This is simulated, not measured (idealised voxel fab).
process module | voxel capacitor over wiring
cross-section cut | 245 nm wide | cells 5 nm
A cross-section is a grid of square cells, given in bands from the top down. A band is one or more rows of cells.
Each band's line starts with the height of the band's top and of its bottom, in nm. Then come its materials from left to right, each with its width in nm. One material with "throughout" fills the band from edge to edge. "air" is empty space.
Height 0 is the level under which the wafer as received is all one material. The lowest band goes on downwards, as in "0 down".
A width such as "30 to 40" changes by the same amount from each row of cells to the next, from the band's top row to its bottom row.
"no change" after a step means that no cell of the cross-section changed.
closed voids: empty space of 8 cells or more with no open way to the top, each as width x height at its distance from the left edge, in nm
after a step's settings: what the simulator itself notes on the step
overlay nm, on a step with a mask: how far to the right of its planned place the mask lay; to the left if negative
Each pair below shows a cross-section before one step and the cross-section after it, down to the lowest band that changed. The line under each pair gives the step between them, with its settings. The pairs can come from different runs of this module on the same starting wafer, so a pair continues from the pair above only where its "before" says so.
before
  60 to 55: TiN throughout
  55 to 45: Ru 75 | TiN 5 | SiO2 15 | TiN 5 | Ru 145
  45 to 40: TiN 80 | SiCN 15 | TiN 150
  40 to 20: lowk 65 | SiN 5 | Ru 25 | SiN 5 | lowk 40 | SiN 5 | Ru 25 | SiN 5 | lowk 70
  20 to 15: SiN 70 | TiN 25 | SiN 50 | TiN 25 | SiN 75
  15 to 0: SiO2 throughout
  0 down: Si throughout
  closed voids: none
after
  65 to 60: HfO2 throughout
  below 60: unchanged
  closed voids: none
the step between: op DIRECTIONAL_DEP | material HfO2 | thk nm 5
before: the cross-section after the pair above
after
  75 to 65: TiN throughout
  below 65: unchanged
  closed voids: none
the step between: op DIRECTIONAL_DEP | material TiN | thk nm 10
before: the cross-section after the pair above
after
  85 to 75: aC throughout
  below 75: unchanged
  closed voids: none
the step between: op DIRECTIONAL_DEP | material aC | thk nm 10
before: the cross-section after the pair above
after
  115 to 85: air 80 | resist 55 | air 110
  below 85: unchanged
  closed voids: none
the step between: op PATTERN | tone cover | mask id UPPER_PLATE | material resist | width nm 55 | thk nm 30 | overlay nm 0
before: the cross-section after the pair above
after
  105 to 85: air 80 | resist 55 | air 110
  85 to 75: air 80 | aC 55 | air 110
  below 75: unchanged
  closed voids: none
the step between: op DIRECTIONAL_ETCH | etch materials aC | depth nm 10
before: the cross-section after the pair above
after
  85 to 75: air 80 | aC 55 | air 110
  below 75: unchanged
  closed voids: none
the step between: op STRIP | etch materials resist
before: the cross-section after the pair above
after
  85 to 75: air 80 | aC 55 | air 110
  75 to 65: air 80 | TiN 55 | air 110
  below 65: unchanged
  closed voids: none
the step between: op DIRECTIONAL_ETCH | etch materials TiN | depth nm 10
before: the cross-section after the pair above
after
  85 to 75: air 80 | aC 55 | air 110
  75 to 65: air 80 | TiN 55 | air 110
  65 to 60: air 80 | HfO2 55 | air 110
  below 60: unchanged
  closed voids: none
the step between: op DIRECTIONAL_ETCH | etch materials HfO2 | depth nm 5
before: the cross-section after the pair above
after
  75 to 65: air 80 | TiN 55 | air 110
  below 65: unchanged
  closed voids: none
the step between: op STRIP | etch materials aC
before: the cross-section after the pair above
after
  90 to 75: air 80 | aC 55 | air 110
  75 to 65: aC 80 | TiN 55 | aC 110
  65 to 60: aC 80 | HfO2 55 | aC 110
  below 60: unchanged
  closed voids: none
the step between: op DIRECTIONAL_DEP | material aC | thk nm 15
before: the cross-section after the pair above
after
  120 to 90: air 75 | resist 65 | air 105
  90 to 75: air 75 | resist 5 | aC 55 | resist 5 | air 105
  below 75: unchanged
  closed voids: none
the step between: op PATTERN | tone cover | mask id LOWER_PLATE | material resist | width nm 65 | thk nm 30 | overlay nm 0
before: the cross-section after the pair above
after
  105 to 90: air 75 | resist 65 | air 105
  90 to 75: air 75 | resist 5 | aC 55 | resist 5 | air 105
  75 to 65: air 75 | aC 5 | TiN 55 | aC 5 | air 105
  65 to 60: air 75 | aC 5 | HfO2 55 | aC 5 | air 105
  below 60: unchanged
  closed voids: none
the step between: op DIRECTIONAL_ETCH | etch materials aC | depth nm 15
before: the cross-section after the pair above
after
  90 to 75: air 80 | aC 55 | air 110
  below 75: unchanged
  closed voids: none
the step between: op STRIP | etch materials resist
before: the cross-section after the pair above
after
  90 to 75: air 80 | aC 55 | air 110
  75 to 65: air 75 | aC 5 | TiN 55 | aC 5 | air 105
  65 to 60: air 75 | aC 5 | HfO2 55 | aC 5 | air 105
  60 to 55: air 75 | TiN 65 | air 105
  below 55: unchanged
  closed voids: none
the step between: op DIRECTIONAL_ETCH | etch materials TiN | depth nm 5
before: the cross-section after the pair above
after
  75 to 65: air 80 | TiN 55 | air 110
  65 to 60: air 80 | HfO2 55 | air 110
  below 60: unchanged
  closed voids: none
the step between: op STRIP | etch materials aC
before: the cross-section after the pair above
after
  95 to 75: SiO2 throughout
  75 to 65: SiO2 80 | TiN 55 | SiO2 110
  65 to 60: SiO2 80 | HfO2 55 | SiO2 110
  60 to 55: SiO2 75 | TiN 65 | SiO2 105
  below 55: unchanged
  closed voids: none
the step between: op FILL_DEP | material SiO2 | thk nm 20
before: the cross-section after the pair above
after
  90 to 75: SiO2 throughout
  below 75: unchanged
  closed voids: none
the step between: op CMP | height nm 90
before: the cross-section after the pair above
after
  100 to 90: aC throughout
  below 90: unchanged
  closed voids: none
the step between: op DIRECTIONAL_DEP | material aC | thk nm 10
before: the cross-section after the pair above
after
  130 to 100: resist 90 | air 15 | resist 140
  below 100: unchanged
  closed voids: none
the step between: op PATTERN | tone open | mask id PLUG_2 | material resist | width nm 15 | thk nm 30 | overlay nm 0
before: the cross-section after the pair above
after
  120 to 100: resist 90 | air 15 | resist 140
  100 to 90: aC 90 | air 15 | aC 140
  below 90: unchanged
  closed voids: none
the step between: op DIRECTIONAL_ETCH | etch materials aC | depth nm 10
before: the cross-section after the pair above
after
  100 to 90: aC 90 | air 15 | aC 140
  below 90: unchanged
  closed voids: none
the step between: op STRIP | etch materials resist
before: the cross-section after the pair above
after
  100 to 90: aC 90 | air 15 | aC 140
  90 to 75: SiO2 90 | air 15 | SiO2 140
  below 75: unchanged
  closed voids: none
the step between: op DIRECTIONAL_ETCH | etch materials SiO2 | depth nm 15
before: the cross-section after the pair above
after
  90 to 75: SiO2 90 | air 15 | SiO2 140
  below 75: unchanged
  closed voids: none
the step between: op STRIP | etch materials aC
before: the cross-section after the pair above
after
  95 to 90: TiN 95 | air 5 | TiN 145
  90 to 80: SiO2 90 | TiN 5 | air 5 | TiN 5 | SiO2 140
  80 to 75: SiO2 90 | TiN 15 | SiO2 140
  below 75: unchanged
  closed voids: none
the step between: op CONFORMAL_DEP | material TiN | thk nm 5
before: the cross-section after the pair above
after
  105 to 95: Cu throughout
  95 to 90: TiN 95 | Cu 5 | TiN 145
  90 to 80: SiO2 90 | TiN 5 | Cu 5 | TiN 5 | SiO2 140
  below 80: unchanged
  closed voids: none
the step between: op FILL_DEP | material Cu | thk nm 10
before: the cross-section after the pair above
after
  90 to 80: SiO2 90 | TiN 5 | Cu 5 | TiN 5 | SiO2 140
  below 80: unchanged
  closed voids: none
the step between: op CMP | height nm 90
before: the cross-section after the pair above
after
  95 to 90: SiCN throughout
  below 90: unchanged
  closed voids: none
the step between: op CONFORMAL_DEP | material SiCN | thk nm 5
